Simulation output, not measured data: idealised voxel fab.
Proc. module: voxel self aligned contacts
Square cells of 5 nm make up the cross-section cut, whose width is 290 nm.
In this document a cross-section is written as a grid of square cells. It is given as a series of bands, listed from the top down, and a band is one or more rows of cells.
Read a band's entry like this: the first values are the height of its top and the height of its bottom in nm, and what follows is the sequence of materials from left to right, each with its width in nm. Note that "empty" is empty space, and that a single material marked "all across" reaches across the band from edge to edge.
Zero point of the height axis is 0; under it, received wafer = one material. Lowest band: continues down indefinitely, "0 nm and below".
Width "30..40": first value at the band's top row of cells, second value at its bottom row, equal change from row to row.
No cell of the cross-section changed in a step that is given as "nothing changed".
"Closed internal cavities" specifies each empty space that is not open to the top and that occupies no fewer than 8 cells, using the form width x height at distance, the distance measured from the left edge and all three quantities in nm.
The remark found on a step's line after its settings is issued by the simulator itself and pertains to that step.
overlay nm: where the mask lay relative to plan, measured to the right, on steps with a mask; negatives go left.

# The following list gives the planned process steps
step 1: RECEIVE, material Si
step 2: CONFORMAL_DEP, material SiO2, thk nm 5
step 3: DIRECTIONAL_DEP, material polySi, thk nm 25
step 4: DIRECTIONAL_DEP, material SiN, thk nm 20
step 5: DIRECTIONAL_DEP, material aC, thk nm 10
step 6: PATTERN, tone cover, mask id GATE, material resist, width nm 35, pitch nm 80, thk nm 25, overlay nm 0
step 7: DIRECTIONAL_ETCH, etch materials aC, depth nm 10
step 8: STRIP, etch materials resist
step 9: DIRECTIONAL_ETCH, etch materials SiN, depth nm 20
step 10: DIRECTIONAL_ETCH, etch materials polySi, depth nm 25
step 11: STRIP, etch materials aC
step 12: CONFORMAL_DEP, material SiN, thk nm 10
step 13: DIRECTIONAL_ETCH, etch materials SiN, depth nm 10
step 14: FILL_DEP, material SiO2, thk nm 15
step 15: CMP, height nm 55
step 16: MASKED_ETCH, tone open, mask id CONTACT, width nm 65, pitch nm 80, etch materials SiO2, depth nm 55, overlay nm 0
step 17: CONFORMAL_DEP, material TiN, thk nm 5
step 18: FILL_DEP, material W, thk nm 5
step 19: CMP, height nm 55
step 20: CONFORMAL_DEP, material SiN, thk nm 5

# First out of two wafers; run went to plan

# Cross-section, incoming material, after step 1
    0 nm and below  Si all across
    Closed internal cavities: none

# How the wafer stands in section after step 2
    5 nm to 0 nm  SiO2 all across
    below 0: unchanged

# How the wafer stands in section after step 3
    30 nm to 5 nm  polySi all across
    below 5: unchanged

# How the wafer stands in section after step 4
    50 nm to 30 nm  SiN all across
    below 30: unchanged

# How the wafer stands in section after step 5
    60 nm to 50 nm  aC all across
    below 50: unchanged

# How the wafer stands in section after step 6
    85 nm to 60 nm  empty 45 | resist 35 | empty 45 | resist 35 | empty 45 | resist 35 | empty 50
    below 60: unchanged

# How the wafer stands in section after step 7
    75 nm to 60 nm  empty 45 | resist 35 | empty 45 | resist 35 | empty 45 | resist 35 | empty 50
    60 nm to 50 nm  empty 45 | aC 35 | empty 45 | aC 35 | empty 45 | aC 35 | empty 50
    below 50: unchanged

# How the wafer stands in section after step 8
    60 nm to 50 nm  empty 45 | aC 35 | empty 45 | aC 35 | empty 45 | aC 35 | empty 50
    below 50: unchanged

# How the wafer stands in section after step 9
    60 nm to 50 nm  empty 45 | aC 35 | empty 45 | aC 35 | empty 45 | aC 35 | empty 50
    50 nm to 30 nm  empty 45 | SiN 35 | empty 45 | SiN 35 | empty 45 | SiN 35 | empty 50
    below 30: unchanged

# How the wafer stands in section after step 10
    60 nm to 50 nm  empty 45 | aC 35 | empty 45 | aC 35 | empty 45 | aC 35 | empty 50
    50 nm to 30 nm  empty 45 | SiN 35 | empty 45 | SiN 35 | empty 45 | SiN 35 | empty 50
    30 nm to 5 nm  empty 45 | polySi 35 | empty 45 | polySi 35 | empty 45 | polySi 35 | empty 50
    below 5: unchanged

# How the wafer stands in section after step 11
    50 nm to 30 nm  empty 45 | SiN 35 | empty 45 | SiN 35 | empty 45 | SiN 35 | empty 50
    below 30: unchanged

# How the wafer stands in section after step 12
    60 nm to 30 nm  empty 35 | SiN 55 | empty 25 | SiN 55 | empty 25 | SiN 55 | empty 40
    30 nm to 15 nm  empty 35 | SiN 10 | polySi 35 | SiN 10 | empty 25 | SiN 10 | polySi 35 | SiN 10 | empty 25 | SiN 10 | polySi 35 | SiN 10 | empty 40
    15 nm to 5 nm  SiN 45 | polySi 35 | SiN 45 | polySi 35 | SiN 45 | polySi 35 | SiN 50
    below 5: unchanged

# How the wafer stands in section after step 13
    50 nm to 30 nm  empty 35 | SiN 55 | empty 25 | SiN 55 | empty 25 | SiN 55 | empty 40
    30 nm to 5 nm  empty 35 | SiN 10 | polySi 35 | SiN 10 | empty 25 | SiN 10 | polySi 35 | SiN 10 | empty 25 | SiN 10 | polySi 35 | SiN 10 | empty 40
    below 5: unchanged

# How the wafer stands in section after step 14
    65 nm to 50 nm  SiO2 all across
    50 nm to 30 nm  SiO2 35 | SiN 55 | SiO2 25 | SiN 55 | SiO2 25 | SiN 55 | SiO2 40
    30 nm to 5 nm  SiO2 35 | SiN 10 | polySi 35 | SiN 10 | SiO2 25 | SiN 10 | polySi 35 | SiN 10 | SiO2 25 | SiN 10 | polySi 35 | SiN 10 | SiO2 40
    below 5: unchanged

# How the wafer stands in section after step 15
    55 nm to 50 nm  SiO2 all across
    below 50: unchanged

# How the wafer stands in section after step 16
    55 nm to 50 nm  SiO2 70 | empty 65 | SiO2 15 | empty 65 | SiO2 75
    50 nm to 30 nm  SiO2 35 | SiN 55 | empty 25 | SiN 55 | empty 25 | SiN 55 | SiO2 40
    30 nm to 5 nm  SiO2 35 | SiN 10 | polySi 35 | SiN 10 | empty 25 | SiN 10 | polySi 35 | SiN 10 | empty 25 | SiN 10 | polySi 35 | SiN 10 | SiO2 40
    5 nm to 0 nm  SiO2 90 | empty 25 | SiO2 55 | empty 25 | SiO2 95
    below 0: unchanged

# How the wafer stands in section after step 17
    60 nm to 55 nm  TiN 75 | empty 55 | TiN 25 | empty 55 | TiN 80
    55 nm to 50 nm  SiO2 70 | TiN 25 | empty 15 | TiN 25 | SiO2 15 | TiN 25 | empty 15 | TiN 25 | SiO2 75
    50 nm to 30 nm  SiO2 35 | SiN 55 | TiN 5 | empty 15 | TiN 5 | SiN 55 | TiN 5 | empty 15 | TiN 5 | SiN 55 | SiO2 40
    30 nm to 5 nm  SiO2 35 | SiN 10 | polySi 35 | SiN 10 | TiN 5 | empty 15 | TiN 5 | SiN 10 | polySi 35 | SiN 10 | TiN 5 | empty 15 | TiN 5 | SiN 10 | polySi 35 | SiN 10 | SiO2 40
    5 nm to 0 nm  SiO2 90 | TiN 25 | SiO2 55 | TiN 25 | SiO2 95
    below 0: unchanged

# How the wafer stands in section after step 18
    65 nm to 60 nm  W all across
    60 nm to 55 nm  TiN 75 | W 55 | TiN 25 | W 55 | TiN 80
    55 nm to 50 nm  SiO2 70 | TiN 25 | W 15 | TiN 25 | SiO2 15 | TiN 25 | W 15 | TiN 25 | SiO2 75
    50 nm to 30 nm  SiO2 35 | SiN 55 | TiN 5 | W 15 | TiN 5 | SiN 55 | TiN 5 | W 15 | TiN 5 | SiN 55 | SiO2 40
    30 nm to 5 nm  SiO2 35 | SiN 10 | polySi 35 | SiN 10 | TiN 5 | W 15 | TiN 5 | SiN 10 | polySi 35 | SiN 10 | TiN 5 | W 15 | TiN 5 | SiN 10 | polySi 35 | SiN 10 | SiO2 40
    below 5: unchanged

# How the wafer stands in section after step 19
    55 nm to 50 nm  SiO2 70 | TiN 25 | W 15 | TiN 25 | SiO2 15 | TiN 25 | W 15 | TiN 25 | SiO2 75
    below 50: unchanged

# How the wafer stands in section after step 20
    60 nm to 55 nm  SiN all across
    below 55: unchanged

# Second Wafer (Identical Start and Plan, One Processing Error; Matches First Wafer Through Step 11)

# The second wafer in cross-section, at the planned close of step 12
    60 nm to 50 nm  empty 35 | SiO2 55 | empty 25 | SiO2 55 | empty 25 | SiO2 55 | empty 40
    50 nm to 30 nm  empty 35 | SiO2 10 | SiN 35 | SiO2 10 | empty 25 | SiO2 10 | SiN 35 | SiO2 10 | empty 25 | SiO2 10 | SiN 35 | SiO2 10 | empty 40
    30 nm to 15 nm  empty 35 | SiO2 10 | polySi 35 | SiO2 10 | empty 25 | SiO2 10 | polySi 35 | SiO2 10 | empty 25 | SiO2 10 | polySi 35 | SiO2 10 | empty 40
    15 nm to 5 nm  SiO2 45 | polySi 35 | SiO2 45 | polySi 35 | SiO2 45 | polySi 35 | SiO2 50
    below 5: unchanged

The second wafer in cross-section, at the planned close of step 13: nothing changed

# The second wafer in cross-section, at the planned close of step 14
    75 nm to 50 nm  SiO2 all across
    50 nm to 30 nm  SiO2 45 | SiN 35 | SiO2 45 | SiN 35 | SiO2 45 | SiN 35 | SiO2 50
    30 nm to 5 nm  SiO2 45 | polySi 35 | SiO2 45 | polySi 35 | SiO2 45 | polySi 35 | SiO2 50
    below 5: unchanged

# The second wafer in cross-section, at the planned close of step 15
    55 nm to 50 nm  SiO2 all across
    below 50: unchanged

# The second wafer in cross-section, at the planned close of step 16
    55 nm to 50 nm  SiO2 70 | empty 65 | SiO2 15 | empty 65 | SiO2 75
    50 nm to 30 nm  SiO2 45 | SiN 35 | empty 45 | SiN 35 | empty 45 | SiN 35 | SiO2 50
    30 nm to 5 nm  SiO2 45 | polySi 35 | empty 45 | polySi 35 | empty 45 | polySi 35 | SiO2 50
    5 nm to 0 nm  SiO2 80 | empty 45 | SiO2 35 | empty 45 | SiO2 85
    below 0: unchanged

# The second wafer in cross-section, at the planned close of step 17
    60 nm to 55 nm  TiN 75 | empty 55 | TiN 25 | empty 55 | TiN 80
    55 nm to 50 nm  SiO2 70 | TiN 15 | empty 35 | TiN 15 | SiO2 15 | TiN 15 | empty 35 | TiN 15 | SiO2 75
    50 nm to 30 nm  SiO2 45 | SiN 35 | TiN 5 | empty 35 | TiN 5 | SiN 35 | TiN 5 | empty 35 | TiN 5 | SiN 35 | SiO2 50
    30 nm to 5 nm  SiO2 45 | polySi 35 | TiN 5 | empty 35 | TiN 5 | polySi 35 | TiN 5 | empty 35 | TiN 5 | polySi 35 | SiO2 50
    5 nm to 0 nm  SiO2 80 | TiN 45 | SiO2 35 | TiN 45 | SiO2 85
    below 0: unchanged

# The second wafer in cross-section, at the planned close of step 18
    65 nm to 60 nm  W all across
    60 nm to 55 nm  TiN 75 | W 55 | TiN 25 | W 55 | TiN 80
    55 nm to 50 nm  SiO2 70 | TiN 15 | W 35 | TiN 15 | SiO2 15 | TiN 15 | W 35 | TiN 15 | SiO2 75
    50 nm to 30 nm  SiO2 45 | SiN 35 | TiN 5 | W 35 | TiN 5 | SiN 35 | TiN 5 | W 35 | TiN 5 | SiN 35 | SiO2 50
    30 nm to 5 nm  SiO2 45 | polySi 35 | TiN 5 | W 35 | TiN 5 | polySi 35 | TiN 5 | W 35 | TiN 5 | polySi 35 | SiO2 50
    below 5: unchanged

# The second wafer in cross-section, at the planned close of step 19
    55 nm to 50 nm  SiO2 70 | TiN 15 | W 35 | TiN 15 | SiO2 15 | TiN 15 | W 35 | TiN 15 | SiO2 75
    below 50: unchanged

# The second wafer in cross-section, at the planned close of step 20
    60 nm to 55 nm  SiN all across
    below 55: unchanged
Processing error: step 12: run off-plan, actual operation and settings CONFORMAL_DEP, material SiO2, thk nm 10
The closing comparison, in cells, has the second wafer with more or fewer of some materials than the first: SiN: 108 fewer; SiO2: 28 more; W: 80 more
